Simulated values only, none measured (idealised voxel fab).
A process module follows: voxel plated lines.
This is section cut - it's 215 nm across, gridded in 5 nm square cells.
A cross-section in this document is a grid of square cells, and it is written down as bands, the top band listed before the ones below it; a band is made up of one or more rows of cells.
A band entry consists of two parts. The first gives the height of the band's top and the height of its bottom, in nm. The rest lists the band's materials from left to right, each with its width in nm. A single material labelled with the word "all across" fills the band from edge to edge, and the word "air" marks empty space.
Ref level 0: as-received wafer is one material below here. Bottom band extends down with no lower bound ("top 0, no bottom").
With a width like "30 to 40", each row of cells in the band differs from the next by the same amount, the top row carrying the first number and the bottom row the second.
"changes: none" after a step means that no cell of the cross-section changed.
This entry, "Trapped voids", enumerates those empty regions of no fewer than 8 cells that possess no open connection to the top. Each region is reported in the form width x height at distance, the distance being taken from the left edge, with all three quantities expressed in nm.
That trailing text on a step's line, after the settings, is the simulator's own remark on the step.
Each step line may optionally specify "overlay nm", which for a step with a mask gives the rightward distance between the mask's planned place and where it lay, a negative value indicating the leftward direction.
**plan**
1,RECEIVE (material Si)
2,CONFORMAL_DEP (material SiO2; thk nm 5)
3,DIRECTIONAL_DEP (material TiN; thk nm 5)
4,PATTERN (tone open; mask id LINES; material resist; width nm 30; pitch nm 60; thk nm 35; overlay nm 0)
5,EPI (material Ru; thk nm 10)
6,EPI (material Ru; thk nm 5)
7,EPI (material Ru; thk nm 10)
8,STRIP (etch materials resist)
9,DIRECTIONAL_ETCH (etch materials TiN; depth nm 5)
10,CONFORMAL_DEP (material SiCN; thk nm 5)
**Below: the first of two wafers, run as planned**
**As-received state of the wafer in cross-section, equivalent to post-step 1**
> top 0, no bottom: Si all across
> Trapped voids: none
**Step 2 complete: cross-section through the wafer**
> top 5, bottom 0: SiO2 all across
> Everything under 0 stays put, no change at all.
**Step 3 complete: cross-section through the wafer**
> top 10, bottom 5: TiN all across
> Everything under 5 stays put, no change at all.
**Step 4 complete: cross-section through the wafer**
> top 45, bottom 10: resist (60), air (30), resist (30), air (30), resist (65)
> Everything under 10 stays put, no change at all.
**Step 5 complete: cross-section through the wafer**
> top 45, bottom 20: resist (60), air (30), resist (30), air (30), resist (65)
> top 20, bottom 10: resist (60), Ru (30), resist (30), Ru (30), resist (65)
> Everything under 10 stays put, no change at all.
**Step 6 complete: cross-section through the wafer**
> top 45, bottom 25: resist (60), air (30), resist (30), air (30), resist (65)
> top 25, bottom 10: resist (60), Ru (30), resist (30), Ru (30), resist (65)
> Everything under 10 stays put, no change at all.
**Step 7 complete: cross-section through the wafer**
> top 45, bottom 35: resist (60), air (30), resist (30), air (30), resist (65)
> top 35, bottom 10: resist (60), Ru (30), resist (30), Ru (30), resist (65)
> Everything under 10 stays put, no change at all.
**Step 8 complete: cross-section through the wafer**
> top 35, bottom 10: air (60), Ru (30), air (30), Ru (30), air (65)
> Everything under 10 stays put, no change at all.
**Step 9 complete: cross-section through the wafer**
> top 35, bottom 10: air (60), Ru (30), air (30), Ru (30), air (65)
> top 10, bottom 5: air (60), TiN (30), air (30), TiN (30), air (65)
> Everything under 5 stays put, no change at all.
**Step 10 complete: cross-section through the wafer**
> top 40, bottom 35: air (55), SiCN (40), air (20), SiCN (40), air (60)
> top 35, bottom 10: air (55), SiCN (5), Ru (30), SiCN (5), air (20), SiCN (5), Ru (30), SiCN (5), air (60)
> top 10, bottom 5: SiCN (60), TiN (30), SiCN (30), TiN (30), SiCN (65)
> Everything under 5 stays put, no change at all.
**Second wafer. Start and plan as for the first. One mistake made in running. Agrees with the first up to and including step 1**
**when step 2 should have ended**
> top 5, bottom 0: Ru all across
> Everything under 0 stays put, no change at all.
**when step 3 should have ended**
> top 10, bottom 5: TiN all across
> Everything under 5 stays put, no change at all.
**when step 4 should have ended**
> top 45, bottom 10: resist (60), air (30), resist (30), air (30), resist (65)
> Everything under 10 stays put, no change at all.
**when step 5 should have ended**
> top 45, bottom 20: resist (60), air (30), resist (30), air (30), resist (65)
> top 20, bottom 10: resist (60), Ru (30), resist (30), Ru (30), resist (65)
> Everything under 10 stays put, no change at all.
**when step 6 should have ended**
> top 45, bottom 25: resist (60), air (30), resist (30), air (30), resist (65)
> top 25, bottom 10: resist (60), Ru (30), resist (30), Ru (30), resist (65)
> Everything under 10 stays put, no change at all.
**when step 7 should have ended**
> top 45, bottom 35: resist (60), air (30), resist (30), air (30), resist (65)
> top 35, bottom 10: resist (60), Ru (30), resist (30), Ru (30), resist (65)
> Everything under 10 stays put, no change at all.
**when step 8 should have ended**
> top 35, bottom 10: air (60), Ru (30), air (30), Ru (30), air (65)
> Everything under 10 stays put, no change at all.
**when step 9 should have ended**
> top 35, bottom 10: air (60), Ru (30), air (30), Ru (30), air (65)
> top 10, bottom 5: air (60), TiN (30), air (30), TiN (30), air (65)
> Everything under 5 stays put, no change at all.
**when step 10 should have ended**
> top 40, bottom 35: air (55), SiCN (40), air (20), SiCN (40), air (60)
> top 35, bottom 10: air (55), SiCN (5), Ru (30), SiCN (5), air (20), SiCN (5), Ru (30), SiCN (5), air (60)
> top 10, bottom 5: SiCN (60), TiN (30), SiCN (30), TiN (30), SiCN (65)
> Everything under 5 stays put, no change at all.
What went wrong in running the wafer? step 2: run off-plan, actual operation and settings CONFORMAL_DEP (material Ru; thk nm 5)
Heads up, by the end the second wafer has more or fewer cells of some materials compared to the first: Ru: 43 more, SiO2: 43 fewer
